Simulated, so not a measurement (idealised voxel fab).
Process module name: voxel wiring stack
For reference, the cross-section in this document is cut, with width 285 nm and square cells of 5 nm.
A cross-section is a grid of square cells, given in bands from the top down. A band is one or more rows of cells. Per band: top height and bottom height in nm, followed by the left-to-right materials and their widths in nm; "everywhere" marks a single material spanning edge to edge, "air" marks empty space. We count height from 0. Below that, the starting wafer is all one material. The lowest band never ends at the bottom but goes on down; see "0 nm and below" for how that is written. Width "30->40": first value at the band's top row of cells, second value at its bottom row, equal change from row to row. Step marked "all unchanged"? Then no cell in the cross-section changed in it. Empty spaces without an open route to the top, at least 8 cells in extent, make up the entry "Voids, sealed"; each is given as width x height at distance, where the distance is measured from the left edge, and all are in nm. Past the settings on a step's line: simulator remark, on that step. overlay nm: where the mask lay relative to plan, measured to the right, on steps with a mask; negatives go left. From here on the document is pairs. In a pair, the cross-section before one process step comes with the cross-section after it, and the latter goes no deeper than the lowest band that changed. What lies in between, the step and its settings, is written under the pair. A pair may be from a different run of this module on the same starting wafer than the pair above it, so it continues from that pair only where its entry headed "Status quo ante" says so.

-- Status quo ante
    170 nm to 165 nm: air=65  SiCN=35  air=5  SiCN=35  air=5  SiCN=35  air=5  SiCN=35  air=65
    165 nm to 155 nm: air=65  SiCN=5  Ru=25  SiCN=5  air=5  SiCN=5  Ru=25  SiCN=5  air=5  SiCN=5  Ru=25  SiCN=5  air=5  SiCN=5  Ru=25  SiCN=5  air=65
    155 nm to 150 nm: SiCN=70  TiN=25  SiCN=15  TiN=25  SiCN=15  TiN=25  SiCN=15  TiN=25  SiCN=70
    150 nm to 135 nm: lowk=70  Ru=15  lowk=65  Ru=15  lowk=120
    135 nm to 130 nm: SiCN=70  Ru=15  SiCN=65  Ru=15  SiCN=120
    130 nm to 110 nm: lowk=70  TiN=5  W=15  TiN=5  lowk=15  TiN=5  W=15  TiN=5  lowk=15  TiN=5  W=15  TiN=5  lowk=15  TiN=5  W=15  TiN=5  lowk=70
    110 nm to 105 nm: SiN=70  TiN=25  SiN=15  TiN=25  SiN=15  TiN=25  SiN=15  TiN=25  SiN=70
    105 nm to 95 nm: SiO2=70  Ru=15  SiO2=25  Ru=15  SiO2=25  Ru=15  SiO2=25  Ru=15  SiO2=80
    95 nm to 90 nm: SiCN=70  Ru=15  SiCN=25  Ru=15  SiCN=25  Ru=15  SiCN=25  Ru=15  SiCN=80
    90 nm to 75 nm: lowk=70  TiN=5  Cu=15  TiN=5  lowk=15  TiN=5  Cu=15  TiN=5  lowk=15  TiN=5  Cu=15  TiN=5  lowk=15  TiN=5  Cu=15  TiN=5  lowk=70
    75 nm to 70 nm: lowk=70  TiN=5  Cu=5  TiN=15  lowk=15  TiN=25  lowk=15  TiN=5  Cu=5  TiN=15  lowk=15  TiN=25  lowk=70
    70 nm to 55 nm: lowk=70  TiN=5  Cu=5  TiN=5  lowk=65  TiN=5  Cu=5  TiN=5  lowk=120
    55 nm to 50 nm: SiCN=70  TiN=15  SiCN=65  TiN=15  SiCN=120
    50 nm to 45 nm: SiCN=65  Ru=35  SiCN=5  Ru=35  SiCN=5  Ru=35  SiCN=5  Ru=35  SiCN=65
    45 nm to 20 nm: SiO2=70  TiN=5  Ru=15  TiN=5  SiO2=15  TiN=5  Ru=15  TiN=5  SiO2=15  TiN=5  Ru=15  TiN=5  SiO2=15  TiN=5  Ru=15  TiN=5  SiO2=70
    20 nm to 15 nm: SiCN=70  TiN=25  SiCN=15  TiN=25  SiCN=15  TiN=25  SiCN=15  TiN=25  SiCN=70
    15 nm to 0 nm: SiO2 everywhere
    0 nm and below: Si everywhere
    Voids, sealed: none

-- Step Result
    180 nm to 170 nm: lowk everywhere
    170 nm to 165 nm: lowk=65  SiCN=35  lowk=5  SiCN=35  lowk=5  SiCN=35  lowk=5  SiCN=35  lowk=65
    165 nm to 155 nm: lowk=65  SiCN=5  Ru=25  SiCN=5  lowk=5  SiCN=5  Ru=25  SiCN=5  lowk=5  SiCN=5  Ru=25  SiCN=5  lowk=5  SiCN=5  Ru=25  SiCN=5  lowk=65
    No changes below 155.
    Voids, sealed: none
What sits between those two cross-sections? FILL_DEP [material lowk] [thk nm 10]

Status quo ante: The prior state of this step coincides with the post-step cross-section of the pair just above.

-- Step Result
    170 nm to 165 nm: lowk=65  SiCN=35  lowk=5  SiCN=35  lowk=5  SiCN=35  lowk=5  SiCN=35  lowk=65
    No changes below 165.
    Voids, sealed: none
What sits between those two cross-sections? CMP [height nm 170]

Status quo ante: The prior state of this step coincides with the post-step cross-section of the pair just above.

-- Step Result
    175 nm to 170 nm: SiCN everywhere
    No changes below 170.
    Voids, sealed: none
What sits between those two cross-sections? CONFORMAL_DEP [material SiCN] [thk nm 5]

-- Status quo ante
    170 nm to 155 nm: Ru everywhere
    155 nm to 150 nm: TiN everywhere
    150 nm to 135 nm: lowk=70  Ru=15  lowk=65  Ru=15  lowk=120
    135 nm to 130 nm: SiCN=70  Ru=15  SiCN=65  Ru=15  SiCN=120
    130 nm to 110 nm: lowk=70  TiN=5  W=15  TiN=5  lowk=15  TiN=5  W=15  TiN=5  lowk=15  TiN=5  W=15  TiN=5  lowk=15  TiN=5  W=15  TiN=5  lowk=70
    110 nm to 105 nm: SiN=70  TiN=25  SiN=15  TiN=25  SiN=15  TiN=25  SiN=15  TiN=25  SiN=70
    105 nm to 95 nm: SiO2=70  Ru=15  SiO2=25  Ru=15  SiO2=25  Ru=15  SiO2=25  Ru=15  SiO2=80
    95 nm to 90 nm: SiCN=70  Ru=15  SiCN=25  Ru=15  SiCN=25  Ru=15  SiCN=25  Ru=15  SiCN=80
    90 nm to 75 nm: lowk=70  TiN=5  Cu=15  TiN=5  lowk=15  TiN=5  Cu=15  TiN=5  lowk=15  TiN=5  Cu=15  TiN=5  lowk=15  TiN=5  Cu=15  TiN=5  lowk=70
    75 nm to 70 nm: lowk=70  TiN=5  Cu=5  TiN=15  lowk=15  TiN=25  lowk=15  TiN=5  Cu=5  TiN=15  lowk=15  TiN=25  lowk=70
    70 nm to 55 nm: lowk=70  TiN=5  Cu=5  TiN=5  lowk=65  TiN=5  Cu=5  TiN=5  lowk=120
    55 nm to 50 nm: SiCN=70  TiN=15  SiCN=65  TiN=15  SiCN=120
    50 nm to 45 nm: SiCN=65  Ru=35  SiCN=5  Ru=35  SiCN=5  Ru=35  SiCN=5  Ru=35  SiCN=65
    45 nm to 20 nm: SiO2=70  TiN=5  Ru=15  TiN=5  SiO2=15  TiN=5  Ru=15  TiN=5  SiO2=15  TiN=5  Ru=15  TiN=5  SiO2=15  TiN=5  Ru=15  TiN=5  SiO2=70
    20 nm to 15 nm: SiCN=70  TiN=25  SiCN=15  TiN=25  SiCN=15  TiN=25  SiCN=15  TiN=25  SiCN=70
    15 nm to 0 nm: SiO2 everywhere
    0 nm and below: Si everywhere
    Voids, sealed: none

-- Step Result
    170 nm to 155 nm: air=75  Ru=20  air=20  Ru=20  air=20  Ru=20  air=20  Ru=20  air=70
    No changes below 155.
    Voids, sealed: none
What sits between those two cross-sections? MASKED_ETCH [tone cover] [mask id METAL_4] [width nm 20] [pitch nm 40] [etch materials Ru] [depth nm 15] [overlay nm 0]

Status quo ante: The prior state of this step coincides with the post-step cross-section of the pair just above.

-- Step Result
    170 nm to 155 nm: air=75  Ru=20  air=20  Ru=20  air=20  Ru=20  air=20  Ru=20  air=70
    155 nm to 150 nm: air=70  TiN=25  air=15  TiN=25  air=15  TiN=25  air=15  TiN=25  air=70
    No changes below 150.
    Voids, sealed: none
What sits between those two cross-sections? MASKED_ETCH [tone cover] [mask id METAL_4] [width nm 25] [pitch nm 40] [etch materials TiN] [depth nm 5] [overlay nm 0]

Status quo ante: The prior state of this step coincides with the post-step cross-section of the pair just above.

-- Step Result
    175 nm to 170 nm: air=70  SiCN=30  air=10  SiCN=30  air=10  SiCN=30  air=10  SiCN=30  air=65
    170 nm to 160 nm: air=70  SiCN=5  Ru=20  SiCN=5  air=10  SiCN=5  Ru=20  SiCN=5  air=10  SiCN=5  Ru=20  SiCN=5  air=10  SiCN=5  Ru=20  SiCN=5  air=65
    160 nm to 155 nm: air=65  SiCN=10  Ru=20  SiCN=5  air=5  SiCN=10  Ru=20  SiCN=5  air=5  SiCN=10  Ru=20  SiCN=5  air=5  SiCN=10  Ru=20  SiCN=5  air=65
    155 nm to 150 nm: SiCN=70  TiN=25  SiCN=15  TiN=25  SiCN=15  TiN=25  SiCN=15  TiN=25  SiCN=70
    No changes below 150.
    Voids, sealed: none
What sits between those two cross-sections? CONFORMAL_DEP [material SiCN] [thk nm 5]

Status quo ante: The prior state of this step coincides with the post-step cross-section of the pair just above.

-- Step Result
    185 nm to 175 nm: lowk everywhere
    175 nm to 170 nm: lowk=70  SiCN=30  lowk=10  SiCN=30  lowk=10  SiCN=30  lowk=10  SiCN=30  lowk=65
    170 nm to 160 nm: lowk=70  SiCN=5  Ru=20  SiCN=5  lowk=10  SiCN=5  Ru=20  SiCN=5  lowk=10  SiCN=5  Ru=20  SiCN=5  lowk=10  SiCN=5  Ru=20  SiCN=5  lowk=65
    160 nm to 155 nm: lowk=65  SiCN=10  Ru=20  SiCN=5  lowk=5  SiCN=10  Ru=20  SiCN=5  lowk=5  SiCN=10  Ru=20  SiCN=5  lowk=5  SiCN=10  Ru=20  SiCN=5  lowk=65
    No changes below 155.
    Voids, sealed: none
What sits between those two cross-sections? FILL_DEP [material lowk] [thk nm 10]

Status quo ante: The prior state of this step coincides with the post-step cross-section of the pair just above.

-- Step Result
    170 nm to 160 nm: lowk=70  SiCN=5  Ru=20  SiCN=5  lowk=10  SiCN=5  Ru=20  SiCN=5  lowk=10  SiCN=5  Ru=20  SiCN=5  lowk=10  SiCN=5  Ru=20  SiCN=5  lowk=65
    No changes below 160.
    Voids, sealed: none
What sits between those two cross-sections? CMP [height nm 170]

Status quo ante: The prior state of this step coincides with the post-step cross-section of the pair just above.

-- Step Result
    175 nm to 170 nm: SiCN everywhere
    No changes below 170.
    Voids, sealed: none
What sits between those two cross-sections? CONFORMAL_DEP [material SiCN] [thk nm 5]

-- Status quo ante
    45 nm to 20 nm: SiO2 everywhere
    20 nm to 15 nm: SiCN everywhere
    15 nm to 0 nm: SiO2 everywhere
    0 nm and below: Si everywhere
    Voids, sealed: none

-- Step Result
    45 nm to 20 nm: SiO2=75  air=25  SiO2=15  air=25  SiO2=15  air=25  SiO2=15  air=25  SiO2=65
    No changes below 20.
    Voids, sealed: none
What sits between those two cross-sections? MASKED_ETCH [tone open] [mask id METAL_1] [width nm 25] [pitch nm 40] [etch materials SiO2] [depth nm 25] [overlay nm 5]

Status quo ante: The prior state of this step coincides with the post-step cross-section of the pair just above.

-- Step Result
    45 nm to 20 nm: SiO2=75  air=25  SiO2=15  air=25  SiO2=15  air=25  SiO2=15  air=25  SiO2=65
    20 nm to 15 nm: SiCN=75  air=20  SiCN=20  air=20  SiCN=20  air=20  SiCN=20  air=20  SiCN=70
    No changes below 15.
    Voids, sealed: none
What sits between those two cross-sections? MASKED_ETCH [tone open] [mask id METAL_1] [width nm 25] [pitch nm 40] [etch materials SiCN] [depth nm 5] [overlay nm 0]

Status quo ante: The prior state of this step coincides with the post-step cross-section of the pair just above.

-- Step Result
    50 nm to 45 nm: TiN=80  air=15  TiN=25  air=15  TiN=25  air=15  TiN=25  air=15  TiN=70
    45 nm to 25 nm: SiO2=75  TiN=5  air=15  TiN=5  SiO2=15  TiN=5  air=15  TiN=5  SiO2=15  TiN=5  air=15  TiN=5  SiO2=15  TiN=5  air=15  TiN=5  SiO2=65
    25 nm to 20 nm: SiO2=75  TiN=5  air=10  TiN=10  SiO2=15  TiN=5  air=10  TiN=10  SiO2=15  TiN=5  air=10  TiN=10  SiO2=15  TiN=5  air=10  TiN=10  SiO2=65
    20 nm to 15 nm: SiCN=75  TiN=20  SiCN=20  TiN=20  SiCN=20  TiN=20  SiCN=20  TiN=20  SiCN=70
    No changes below 15.
    Voids, sealed: none
What sits between those two cross-sections? CONFORMAL_DEP [material TiN] [thk nm 5]

Status quo ante: The prior state of this step coincides with the post-step cross-section of the pair just above.

-- Step Result
    60 nm to 50 nm: Ru everywhere
    50 nm to 45 nm: TiN=80  Ru=15  TiN=25  Ru=15  TiN=25  Ru=15  TiN=25  Ru=15  TiN=70
    45 nm to 25 nm: SiO2=75  TiN=5  Ru=15  TiN=5  SiO2=15  TiN=5  Ru=15  TiN=5  SiO2=15  TiN=5  Ru=15  TiN=5  SiO2=15  TiN=5  Ru=15  TiN=5  SiO2=65
    25 nm to 20 nm: SiO2=75  TiN=5  Ru=10  TiN=10  SiO2=15  TiN=5  Ru=10  TiN=10  SiO2=15  TiN=5  Ru=10  TiN=10  SiO2=15  TiN=5  Ru=10  TiN=10  SiO2=65
    No changes below 20.
    Voids, sealed: none
What sits between those two cross-sections? FILL_DEP [material Ru] [thk nm 10]

Status quo ante: The prior state of this step coincides with the post-step cross-section of the pair just above.

-- Step Result
    45 nm to 25 nm: SiO2=75  TiN=5  Ru=15  TiN=5  SiO2=15  TiN=5  Ru=15  TiN=5  SiO2=15  TiN=5  Ru=15  TiN=5  SiO2=15  TiN=5  Ru=15  TiN=5  SiO2=65
    No changes below 25.
    Voids, sealed: none
What sits between those two cross-sections? CMP [height nm 45]

Status quo ante: The prior state of this step coincides with the post-step cross-section of the pair just above.

-- Step Result
    50 nm to 45 nm: air=70  Ru=35  air=5  Ru=35  air=5  Ru=35  air=5  Ru=35  air=60
    No changes below 45.
    Voids, sealed: none
What sits between those two cross-sections? EPI [material Ru] [thk nm 5]

Status quo ante: The prior state of this step coincides with the post-step cross-section of the pair just above.

-- Step Result
    55 nm to 50 nm: SiCN everywhere
    50 nm to 45 nm: SiCN=70  Ru=35  SiCN=5  Ru=35  SiCN=5  Ru=35  SiCN=5  Ru=35  SiCN=60
    No changes below 45.
    Voids, sealed: none
What sits between those two cross-sections? FILL_DEP [material SiCN] [thk nm 5]

Status quo ante: The prior state of this step coincides with the post-step cross-section of the pair just above.

-- Step Result
    90 nm to 55 nm: lowk everywhere
    No changes below 55.
    Voids, sealed: none
What sits between those two cross-sections? DIRECTIONAL_DEP [material lowk] [thk nm 35]

Status quo ante: The prior state of this step coincides with the post-step cross-section of the pair just above.

-- Step Result
    90 nm to 70 nm: lowk=70  air=25  lowk=15  air=25  lowk=15  air=25  lowk=15  air=25  lowk=70
    No changes below 70.
    Voids, sealed: none
What sits between those two cross-sections? MASKED_ETCH [tone open] [mask id METAL_2] [width nm 25] [pitch nm 40] [etch materials lowk] [depth nm 20] [overlay nm 0]

Status quo ante: The prior state of this step coincides with the post-step cross-section of the pair just above.

-- Step Result
    90 nm to 70 nm: lowk=70  air=25  lowk=15  air=25  lowk=15  air=25  lowk=15  air=25  lowk=70
    70 nm to 55 nm: lowk=70  air=15  lowk=65  air=15  lowk=120
    No changes below 55.
    Voids, sealed: none
What sits between those two cross-sections? MASKED_ETCH [tone open] [mask id METAL_2_HOLES] [width nm 15] [pitch nm 80] [etch materials lowk] [depth nm 15] [overlay nm 0]

Status quo ante: The prior state of this step coincides with the post-step cross-section of the pair just above.

-- Step Result
    90 nm to 70 nm: lowk=70  air=25  lowk=15  air=25  lowk=15  air=25  lowk=15  air=25  lowk=70
    70 nm to 55 nm: lowk=70  air=15  lowk=65  air=15  lowk=120
    55 nm to 50 nm: SiCN=70  air=15  SiCN=65  air=15  SiCN=120
    No changes below 50.
    Voids, sealed: none
What sits between those two cross-sections? MASKED_ETCH [tone open] [mask id METAL_2_HOLES] [width nm 15] [pitch nm 80] [etch materials SiCN] [depth nm 5] [overlay nm 0]

Status quo ante: The prior state of this step coincides with the post-step cross-section of the pair just above.

-- Step Result
    95 nm to 90 nm: TiN=75  air=15  TiN=25  air=15  TiN=25  air=15  TiN=25  air=15  TiN=75
    90 nm to 75 nm: lowk=70  TiN=5  air=15  TiN=5  lowk=15  TiN=5  air=15  TiN=5  lowk=15  TiN=5  air=15  TiN=5  lowk=15  TiN=5  air=15  TiN=5  lowk=70
    75 nm to 70 nm: lowk=70  TiN=5  air=5  TiN=15  lowk=15  TiN=25  lowk=15  TiN=5  air=5  TiN=15  lowk=15  TiN=25  lowk=70
    70 nm to 55 nm: lowk=70  TiN=5  air=5  TiN=5  lowk=65  TiN=5  air=5  TiN=5  lowk=120
    55 nm to 50 nm: SiCN=70  TiN=15  SiCN=65  TiN=15  SiCN=120
    No changes below 50.
    Voids, sealed: none
What sits between those two cross-sections? CONFORMAL_DEP [material TiN] [thk nm 5]

Status quo ante: The prior state of this step coincides with the post-step cross-section of the pair just above.

-- Step Result
    100 nm to 95 nm: Cu everywhere
    95 nm to 90 nm: TiN=75  Cu=15  TiN=25  Cu=15  TiN=25  Cu=15  TiN=25  Cu=15  TiN=75
    90 nm to 75 nm: lowk=70  TiN=5  Cu=15  TiN=5  lowk=15  TiN=5  Cu=15  TiN=5  lowk=15  TiN=5  Cu=15  TiN=5  lowk=15  TiN=5  Cu=15  TiN=5  lowk=70
    75 nm to 70 nm: lowk=70  TiN=5  Cu=5  TiN=15  lowk=15  TiN=25  lowk=15  TiN=5  Cu=5  TiN=15  lowk=15  TiN=25  lowk=70
    70 nm to 55 nm: lowk=70  TiN=5  Cu=5  TiN=5  lowk=65  TiN=5  Cu=5  TiN=5  lowk=120
    No changes below 55.
    Voids, sealed: none
What sits between those two cross-sections? FILL_DEP [material Cu] [thk nm 5]

Status quo ante: The prior state of this step coincides with the post-step cross-section of the pair just above.

-- Step Result
    90 nm to 75 nm: lowk=70  TiN=5  Cu=15  TiN=5  lowk=15  TiN=5  Cu=15  TiN=5  lowk=15  TiN=5  Cu=15  TiN=5  lowk=15  TiN=5  Cu=15  TiN=5  lowk=70
    No changes below 75.
    Voids, sealed: none
What sits between those two cross-sections? CMP [height nm 90]

Status quo ante: The prior state of this step coincides with the post-step cross-section of the pair just above.

-- Step Result
    95 nm to 90 nm: SiCN everywhere
    No changes below 90.
    Voids, sealed: none
What sits between those two cross-sections? CONFORMAL_DEP [material SiCN] [thk nm 5]

Status quo ante: The prior state of this step coincides with the post-step cross-section of the pair just above.

-- Step Result
    105 nm to 95 nm: SiO2 everywhere
    No changes below 95.
    Voids, sealed: none
What sits between those two cross-sections? DIRECTIONAL_DEP [material SiO2] [thk nm 10]

Status quo ante: The prior state of this step coincides with the post-step cross-section of the pair just above.

-- Step Result
    120 nm to 105 nm: aC everywhere
    No changes below 105.
    Voids, sealed: none
What sits between those two cross-sections? DIRECTIONAL_DEP [material aC] [thk nm 15]

Status quo ante: The prior state of this step coincides with the post-step cross-section of the pair just above.

-- Step Result
    155 nm to 120 nm: resist=70  air=15  resist=25  air=15  resist=25  air=15  resist=25  air=15  resist=80
    No changes below 120.
    Voids, sealed: none
What sits between those two cross-sections? PATTERN [tone open] [mask id PLUG_2] [material resist] [width nm 15] [pitch nm 40] [thk nm 35] [overlay nm 0]

Status quo ante: The prior state of this step coincides with the post-step cross-section of the pair just above.

-- Step Result
    140 nm to 120 nm: resist=70  air=15  resist=25  air=15  resist=25  air=15  resist=25  air=15  resist=80
    120 nm to 105 nm: aC=70  air=15  aC=25  air=15  aC=25  air=15  aC=25  air=15  aC=80
    No changes below 105.
    Voids, sealed: none
What sits between those two cross-sections? DIRECTIONAL_ETCH [etch materials aC] [depth nm 15]

Status quo ante: The prior state of this step coincides with the post-step cross-section of the pair just above.

-- Step Result
    120 nm to 105 nm: aC=70  air=15  aC=25  air=15  aC=25  air=15  aC=25  air=15  aC=80
    No changes below 105.
    Voids, sealed: none
What sits between those two cross-sections? STRIP [etch materials resist]

Status quo ante: The prior state of this step coincides with the post-step cross-section of the pair just above.

-- Step Result
    120 nm to 105 nm: aC=70  air=15  aC=25  air=15  aC=25  air=15  aC=25  air=15  aC=80
    105 nm to 95 nm: SiO2=70  air=15  SiO2=25  air=15  SiO2=25  air=15  SiO2=25  air=15  SiO2=80
    No changes below 95.
    Voids, sealed: none
What sits between those two cross-sections? DIRECTIONAL_ETCH [etch materials SiO2] [depth nm 10]

Status quo ante: The prior state of this step coincides with the post-step cross-section of the pair just above.

-- Step Result
    120 nm to 105 nm: aC=70  air=15  aC=25  air=15  aC=25  air=15  aC=25  air=15  aC=80
    105 nm to 95 nm: SiO2=70  air=15  SiO2=25  air=15  SiO2=25  air=15  SiO2=25  air=15  SiO2=80
    95 nm to 90 nm: SiCN=70  air=15  SiCN=25  air=15  SiCN=25  air=15  SiCN=25  air=15  SiCN=80
    No changes below 90.
    Voids, sealed: none
What sits between those two cross-sections? DIRECTIONAL_ETCH [etch materials SiCN] [depth nm 5]

Status quo ante: The prior state of this step coincides with the post-step cross-section of the pair just above.

-- Step Result
    105 nm to 95 nm: SiO2=70  air=15  SiO2=25  air=15  SiO2=25  air=15  SiO2=25  air=15  SiO2=80
    No changes below 95.
    Voids, sealed: none
What sits between those two cross-sections? STRIP [etch materials aC]

Status quo ante: The prior state of this step coincides with the post-step cross-section of the pair just above.

-- Step Result
    105 nm to 100 nm: SiO2=70  air=15  SiO2=25  air=15  SiO2=25  air=15  SiO2=25  air=15  SiO2=80
    100 nm to 95 nm: SiO2=70  Ru=15  SiO2=25  Ru=15  SiO2=25  Ru=15  SiO2=25  Ru=15  SiO2=80
    95 nm to 90 nm: SiCN=70  Ru=15  SiCN=25  Ru=15  SiCN=25  Ru=15  SiCN=25  Ru=15  SiCN=80
    No changes below 90.
    Voids, sealed: none
What sits between those two cross-sections? EPI [material Ru] [thk nm 10]

Status quo ante: The prior state of this step coincides with the post-step cross-section of the pair just above.

-- Step Result
    105 nm to 95 nm: SiO2=70  Ru=15  SiO2=25  Ru=15  SiO2=25  Ru=15  SiO2=25  Ru=15  SiO2=80
    No changes below 95.
    Voids, sealed: none
What sits between those two cross-sections? EPI [material Ru] [thk nm 5]

Status quo ante: The prior state of this step coincides with the post-step cross-section of the pair just above.

-- Step Result
    110 nm to 105 nm: SiN everywhere
    No changes below 105.
    Voids, sealed: none
What sits between those two cross-sections? CONFORMAL_DEP [material SiN] [thk nm 5]

Status quo ante: The prior state of this step coincides with the post-step cross-section of the pair just above.

-- Step Result
    130 nm to 110 nm: lowk everywhere
    No changes below 110.
    Voids, sealed: none
What sits between those two cross-sections? DIRECTIONAL_DEP [material lowk] [thk nm 20]

Status quo ante: The prior state of this step coincides with the post-step cross-section of the pair just above.

-- Step Result
    140 nm to 130 nm: aC everywhere
    No changes below 130.
    Voids, sealed: none
What sits between those two cross-sections? DIRECTIONAL_DEP [material aC] [thk nm 10]

Status quo ante: The prior state of this step coincides with the post-step cross-section of the pair just above.

-- Step Result
    170 nm to 140 nm: resist=70  air=25  resist=15  air=25  resist=15  air=25  resist=15  air=25  resist=70
    No changes below 140.
    Voids, sealed: none
What sits between those two cross-sections? PATTERN [tone open] [mask id METAL_3] [material resist] [width nm 25] [pitch nm 40] [thk nm 30] [overlay nm 0]

Status quo ante: The prior state of this step coincides with the post-step cross-section of the pair just above.

-- Step Result
    160 nm to 140 nm: resist=70  air=25  resist=15  air=25  resist=15  air=25  resist=15  air=25  resist=70
    140 nm to 130 nm: aC=70  air=25  aC=15  air=25  aC=15  air=25  aC=15  air=25  aC=70
    No changes below 130.
    Voids, sealed: none
What sits between those two cross-sections? DIRECTIONAL_ETCH [etch materials aC] [depth nm 10]

Status quo ante: The prior state of this step coincides with the post-step cross-section of the pair just above.

-- Step Result
    140 nm to 130 nm: aC=70  air=25  aC=15  air=25  aC=15  air=25  aC=15  air=25  aC=70
    No changes below 130.
    Voids, sealed: none
What sits between those two cross-sections? STRIP [etch materials resist]

Status quo ante: The prior state of this step coincides with the post-step cross-section of the pair just above.

-- Step Result
    140 nm to 130 nm: aC=70  air=25  aC=15  air=25  aC=15  air=25  aC=15  air=25  aC=70
    130 nm to 110 nm: lowk=70  air=25  lowk=15  air=25  lowk=15  air=25  lowk=15  air=25  lowk=70
    No changes below 110.
    Voids, sealed: none
What sits between those two cross-sections? DIRECTIONAL_ETCH [etch materials lowk] [depth nm 20]

Status quo ante: The prior state of this step coincides with the post-step cross-section of the pair just above.

-- Step Result
    140 nm to 130 nm: aC=70  air=25  aC=15  air=25  aC=15  air=25  aC=15  air=25  aC=70
    130 nm to 110 nm: lowk=70  air=25  lowk=15  air=25  lowk=15  air=25  lowk=15  air=25  lowk=70
    110 nm to 105 nm: SiN=70  air=25  SiN=15  air=25  SiN=15  air=25  SiN=15  air=25  SiN=70
    No changes below 105.
    Voids, sealed: none
What sits between those two cross-sections? DIRECTIONAL_ETCH [etch materials SiN] [depth nm 5]

Status quo ante: The prior state of this step coincides with the post-step cross-section of the pair just above.

-- Step Result
    130 nm to 110 nm: lowk=70  air=25  lowk=15  air=25  lowk=15  air=25  lowk=15  air=25  lowk=70
    No changes below 110.
    Voids, sealed: none
What sits between those two cross-sections? STRIP [etch materials aC]

Status quo ante: The prior state of this step coincides with the post-step cross-section of the pair just above.

-- Step Result
    135 nm to 130 nm: TiN=75  air=15  TiN=25  air=15  TiN=25  air=15  TiN=25  air=15  TiN=75
    130 nm to 110 nm: lowk=70  TiN=5  air=15  TiN=5  lowk=15  TiN=5  air=15  TiN=5  lowk=15  TiN=5  air=15  TiN=5  lowk=15  TiN=5  air=15  TiN=5  lowk=70
    110 nm to 105 nm: SiN=70  TiN=25  SiN=15  TiN=25  SiN=15  TiN=25  SiN=15  TiN=25  SiN=70
    No changes below 105.
    Voids, sealed: none
What sits between those two cross-sections? CONFORMAL_DEP [material TiN] [thk nm 5]

Status quo ante: The prior state of this step coincides with the post-step cross-section of the pair just above.

-- Step Result
    145 nm to 135 nm: W everywhere
    135 nm to 130 nm: TiN=75  W=15  TiN=25  W=15  TiN=25  W=15  TiN=25  W=15  TiN=75
    130 nm to 110 nm: lowk=70  TiN=5  W=15  TiN=5  lowk=15  TiN=5  W=15  TiN=5  lowk=15  TiN=5  W=15  TiN=5  lowk=15  TiN=5  W=15  TiN=5  lowk=70
    No changes below 110.
    Voids, sealed: none
What sits between those two cross-sections? FILL_DEP [material W] [thk nm 10]

Status quo ante: The prior state of this step coincides with the post-step cross-section of the pair just above.

-- Step Result
    130 nm to 110 nm: lowk=70  TiN=5  W=15  TiN=5  lowk=15  TiN=5  W=15  TiN=5  lowk=15  TiN=5  W=15  TiN=5  lowk=15  TiN=5  W=15  TiN=5  lowk=70
    No changes below 110.
    Voids, sealed: none
What sits between those two cross-sections? CMP [height nm 130]

Status quo ante: The prior state of this step coincides with the post-step cross-section of the pair just above.

-- Step Result
    135 nm to 130 nm: SiCN everywhere
    No changes below 130.
    Voids, sealed: none
What sits between those two cross-sections? CONFORMAL_DEP [material SiCN] [thk nm 5]

Status quo ante: The prior state of this step coincides with the post-step cross-section of the pair just above.

-- Step Result
    150 nm to 135 nm: lowk everywhere
    No changes below 135.
    Voids, sealed: none
What sits between those two cross-sections? DIRECTIONAL_DEP [material lowk] [thk nm 15]

Status quo ante: The prior state of this step coincides with the post-step cross-section of the pair just above.

-- Step Result
    165 nm to 150 nm: aC everywhere
    No changes below 150.
    Voids, sealed: none
What sits between those two cross-sections? DIRECTIONAL_DEP [material aC] [thk nm 15]

Status quo ante: The prior state of this step coincides with the post-step cross-section of the pair just above.

-- Step Result
    200 nm to 165 nm: resist=70  air=15  resist=65  air=15  resist=120
    No changes below 165.
    Voids, sealed: none
What sits between those two cross-sections? PATTERN [tone open] [mask id PLUG_3] [material resist] [width nm 15] [pitch nm 80] [thk nm 35] [overlay nm 0]

Status quo ante: The prior state of this step coincides with the post-step cross-section of the pair just above.

-- Step Result
    185 nm to 165 nm: resist=70  air=15  resist=65  air=15  resist=120
    165 nm to 150 nm: aC=70  air=15  aC=65  air=15  aC=120
    No changes below 150.
    Voids, sealed: none
What sits between those two cross-sections? DIRECTIONAL_ETCH [etch materials aC] [depth nm 15]

Status quo ante: The prior state of this step coincides with the post-step cross-section of the pair just above.

-- Step Result
    165 nm to 150 nm: aC=70  air=15  aC=65  air=15  aC=120
    No changes below 150.
    Voids, sealed: none
What sits between those two cross-sections? STRIP [etch materials resist]

Status quo ante: The prior state of this step coincides with the post-step cross-section of the pair just above.

-- Step Result
    165 nm to 150 nm: aC=70  air=15  aC=65  air=15  aC=120
    150 nm to 135 nm: lowk=70  air=15  lowk=65  air=15  lowk=120
    No changes below 135.
    Voids, sealed: none
What sits between those two cross-sections? DIRECTIONAL_ETCH [etch materials lowk] [depth nm 15]

Status quo ante: The prior state of this step coincides with the post-step cross-section of the pair just above.

-- Step Result
    165 nm to 150 nm: aC=70  air=15  aC=65  air=15  aC=120
    150 nm to 135 nm: lowk=70  air=15  lowk=65  air=15  lowk=120
    135 nm to 130 nm: SiCN=70  air=15  SiCN=65  air=15  SiCN=120
    No changes below 130.
    Voids, sealed: none
What sits between those two cross-sections? DIRECTIONAL_ETCH [etch materials SiCN] [depth nm 5]

Status quo ante: The prior state of this step coincides with the post-step cross-section of the pair just above.

-- Step Result
    150 nm to 135 nm: lowk=70  air=15  lowk=65  air=15  lowk=120
    No changes below 135.
    Voids, sealed: none
What sits between those two cross-sections? STRIP [etch materials aC]

Status quo ante: The prior state of this step coincides with the post-step cross-section of the pair just above.

-- Step Result
    150 nm to 140 nm: lowk=70  air=15  lowk=65  air=15  lowk=120
    140 nm to 135 nm: lowk=70  Ru=15  lowk=65  Ru=15  lowk=120
    135 nm to 130 nm: SiCN=70  Ru=15  SiCN=65  Ru=15  SiCN=120
    No changes below 130.
    Voids, sealed: none
What sits between those two cross-sections? EPI [material Ru] [thk nm 10]

Status quo ante: The prior state of this step coincides with the post-step cross-section of the pair just above.

-- Step Result
    150 nm to 135 nm: lowk=70  Ru=15  lowk=65  Ru=15  lowk=120
    No changes below 135.
    Voids, sealed: none
What sits between those two cross-sections? EPI [material Ru] [thk nm 10]

Status quo ante: The prior state of this step coincides with the post-step cross-section of the pair just above.

-- Step Result
    155 nm to 150 nm: TiN everywhere
    No changes below 150.
    Voids, sealed: none
What sits between those two cross-sections? DIRECTIONAL_DEP [material TiN] [thk nm 5]
